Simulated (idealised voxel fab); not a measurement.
Title: Process Module voxel released beams
Pictured: cross-section cut, 245 nm wide, on a grid of 5 nm square cells.
Reading order for cross-sections: top band down to bottom band. Underlying form: a grid of square cells. Band size: one or more rows of cells. Band: top and bottom heights (nm) first, top before bottom; then materials from left to right, widths in nm. "all across" marks a sole material filling the band edge to edge. "air" denotes empty space. We count height from 0. Below that, the starting wafer is all one material. The lowest band never ends at the bottom but goes on down; see "from 0 down" for how that is written. The width entry "30 to 40" should be interpreted row by row: the top row of cells in the band takes the first number, the bottom row takes the second number, and the change between adjacent rows is uniform throughout. It should be understood that the words "no change", when stated for a given step, signify that the cross-section underwent no change in any of its cells during that step. Reported under the label "Entrapped voids" are the empty spaces having no open way to the top and comprising 8 cells or more; the notation for each is width x height at distance, in which the distance is measured from the left edge and all three values are in nm. What comes after the settings on a step's line is commentary from the simulator itself on that step. A step's line can hold "overlay nm"; with a mask on that step, the setting says how far right of the planned place the mask lay, while a negative setting says it lay to the left.
## Below is the list of planned process steps
1,op RECEIVE | material Si
2,op CONFORMAL_DEP | material Al2O3 | thk nm 10
3,op DIRECTIONAL_DEP | material SiO2 | thk nm 15
4,op PATTERN | tone open | mask id ANCHOR | material resist | width nm 35 | thk nm 15 | overlay nm 0
5,op DIRECTIONAL_ETCH | etch materials SiO2 | depth nm 15
6,op STRIP | etch materials resist
7,op CONFORMAL_DEP | material SiN | thk nm 10
8,op PATTERN | tone cover | mask id BEAM | material resist | width nm 85 | thk nm 20 | overlay nm 0
9,op DIRECTIONAL_ETCH | etch materials SiN | depth nm 10
10,op STRIP | etch materials resist
11,op STRIP | etch materials SiO2
For clarity, it should be stated that the wafers under discussion commence in an identical condition and differ with respect to the width nm of step 8, the plan indicating the value that the first wafer had.
## Cut through the first of several wafers as received, post step 1
- from 0 down  Si all across
- Entrapped voids: none
## Cross-sectional representation of the first of several wafers at the end of the module, i.e. after its terminal step, step 11
- from 35 to 25  air 75 nm, then SiN 10 nm, then air 15 nm, then SiN 60 nm, then air 85 nm
- from 25 to 20  air 75 nm, then SiN 10 nm, then air 15 nm, then SiN 10 nm, then air 135 nm
- from 20 to 10  air 75 nm, then SiN 35 nm, then air 135 nm
- from 10 to 0  Al2O3 all across
- from 0 down  Si all across
- Entrapped voids: none
## Last wafer x-sec, end of module
- from 35 to 25  air 65 nm, then SiN 20 nm, then air 15 nm, then SiN 75 nm, then air 70 nm
- from 25 to 20  air 75 nm, then SiN 10 nm, then air 15 nm, then SiN 10 nm, then air 135 nm
- from 20 to 10  air 75 nm, then SiN 35 nm, then air 135 nm
- from 10 to 0  Al2O3 all across
- from 0 down  Si all across
- Entrapped voids: none
## Below, a row for every wafer. Read it as the end-of-module picture: for each material the wafer shows its cells gained (+) or lost (-) since it was received, and then its closed voids
width nm 85, +98 Al2O3, +46 SiN, Entrapped voids: none
width nm 90, +98 Al2O3, +48 SiN, Entrapped voids: none
width nm 95, +98 Al2O3, +50 SiN, Entrapped voids: none
width nm 100, +98 Al2O3, +52 SiN, Entrapped voids: none
width nm 105, +98 Al2O3, +54 SiN, Entrapped voids: none
width nm 110, +98 Al2O3, +56 SiN, Entrapped voids: none
